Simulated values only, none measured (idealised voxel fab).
process module | voxel ribs on slabs
cross-section cut | 280 nm wide | cells 5 nm
A cross-section is a grid of square cells, given in bands from the top down. A band is one or more rows of cells.
Each band's line starts with the height of the band's top and of its bottom, in nm. Then come its materials from left to right, each with its width in nm. One material with "throughout" fills the band from edge to edge. "air" is empty space.
Height 0 is the level under which the wafer as received is all one material. The lowest band goes on downwards, as in "0 down".
A width such as "30 to 40" changes by the same amount from each row of cells to the next, from the band's top row to its bottom row.
"no change" after a step means that no cell of the cross-section changed.
closed voids: empty space of 8 cells or more with no open way to the top, each as width x height at its distance from the left edge, in nm
after a step's settings: what the simulator itself notes on the step
overlay nm, on a step with a mask: how far to the right of its planned place the mask lay; to the left if negative
plan
1 op RECEIVE | material Si
2 op DIRECTIONAL_DEP | material SiO2 | thk nm 25
3 op DIRECTIONAL_DEP | material SiN | thk nm 25
4 op DIRECTIONAL_DEP | material aC | thk nm 15
5 op PATTERN | tone cover | mask id RIB | material resist | width nm 30 | thk nm 30 | overlay nm 0
6 op DIRECTIONAL_ETCH | etch materials aC | depth nm 15
7 op STRIP | etch materials resist
8 op DIRECTIONAL_ETCH | etch materials SiN | depth nm 15
9 op STRIP | etch materials aC
10 op PATTERN | tone cover | mask id SLAB | material resist | width nm 60 | thk nm 20 | overlay nm 0
11 op DIRECTIONAL_ETCH | etch materials SiN | depth nm 10
12 op STRIP | etch materials resist
13 op FILL_DEP | material SiO2 | thk nm 20
14 op CMP | height nm 60
15 op DIRECTIONAL_DEP | material TiN | thk nm 5
16 op MASKED_ETCH | tone cover | mask id HEATER | width nm 40 | etch materials TiN | depth nm 5 | overlay nm 0
17 op CONFORMAL_DEP | material SiN | thk nm 5
as received, after step 1
  0 down: Si throughout
  closed voids: none
a wafer at the end: this start, this plan, one mistake
  70 to 65: air 115 | SiN 50 | air 115
  65 to 60: SiN 120 | TiN 40 | SiN 120
  60 to 50: SiO2 throughout
  50 to 30: SiO2 125 | SiN 30 | SiO2 125
  30 to 25: SiO2 110 | SiN 60 | SiO2 110
  25 to 0: SiO2 throughout
  0 down: Si throughout
  closed voids: none
what went wrong: step 8 ran as: op DIRECTIONAL_ETCH | etch materials SiN | depth nm 20
